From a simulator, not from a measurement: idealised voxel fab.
Module name: voxel released beams (process module)
Cross-sectional view cut (width: 250 nm; square cell size: 5 nm).
In this document a cross-section is written as a grid of square cells. It is given as a series of bands, listed from the top down, and a band is one or more rows of cells.
Each band's line starts with the height of the band's top and of its bottom, in nm. Then come its materials from left to right, each with its width in nm. One material with "all across" fills the band from edge to edge. "empty" is empty space.
Measure heights from 0. That's the level where, below it, the as-received wafer is all one material. The lowest band is bottomless and extends downward; write it as in "0 nm and below".
Graded width ("30->40"): value in top row of band = first number; value in bottom row = second number; row-to-row change constant.
"same as before", as given for a step, is the statement that not any cell of the cross-section underwent a change during that step.
Entry "Closed cavity list". Content: empty spaces with no open connection to the top, size 8 cells or greater. Each: width x height at distance. Distance: from left edge. Unit: nm.
Text after the settings on a step's line: the simulator's own remark on that step.
"overlay nm" answers the question of how far to the right of plan the mask lay on a step that has a mask, and when it is negative the answer is to the left.
Planned step list for the process
- 1: RECEIVE with material Si
- 2: CONFORMAL_DEP with material Al2O3, thk nm 10
- 3: DIRECTIONAL_DEP with material SiO2, thk nm 20
- 4: DIRECTIONAL_DEP with material aC, thk nm 15
- 5: PATTERN with tone open, mask id ANCHOR, material resist, width nm 25, thk nm 30, overlay nm 0
- 6: DIRECTIONAL_ETCH with etch materials aC, depth nm 15
- 7: STRIP with etch materials resist
- 8: DIRECTIONAL_ETCH with etch materials SiO2, depth nm 20
- 9: STRIP with etch materials aC
- 10: CONFORMAL_DEP with material SiN, thk nm 10
- 11: PATTERN with tone cover, mask id BEAM, material resist, width nm 70, thk nm 15, overlay nm 0
- 12: DIRECTIONAL_ETCH with etch materials SiN, depth nm 10
- 13: STRIP with etch materials resist
- 14: STRIP with etch materials SiO2
Wafer cross-section on receipt, i.e. after step 1
  0 nm and below = Si all across
  Closed cavity list: none
Cross-sectional view of the first of the two wafers upon completion of the module, processed in accordance with the plan
  40 nm to 30 nm = 85 nm empty / 15 nm SiN / 5 nm empty / 50 nm SiN / 95 nm empty
  30 nm to 20 nm = 90 nm empty / 10 nm SiN / 5 nm empty / 10 nm SiN / 135 nm empty
  20 nm to 10 nm = 90 nm empty / 25 nm SiN / 135 nm empty
  10 nm to 0 nm = Al2O3 all across
  0 nm and below = Si all across
  Closed cavity list: none
Wafer two (of two), end-of-module cross-section: start = wafer one, plan = wafer one, one run mistake
  40 nm to 30 nm = 85 nm empty / 40 nm SiN / 125 nm empty
  30 nm to 20 nm = 80 nm empty / 10 nm SiN / 25 nm SiO2 / 10 nm SiN / 125 nm empty
  20 nm to 10 nm = 80 nm empty / 10 nm SiN / 25 nm SiO2 / 40 nm SiN / 95 nm empty
  10 nm to 0 nm = Al2O3 all across
  0 nm and below = Si all across
  Closed cavity list: none
Deviation noted in wafer processing: heads up, step 5 didn't go per plan, it actually ran as PATTERN with tone cover, mask id ANCHOR, material resist, width nm 25, thk nm 30, overlay nm 0
Wafer comparison, final, in cells, second relative to first, materials more or fewer: 20 more of SiO2
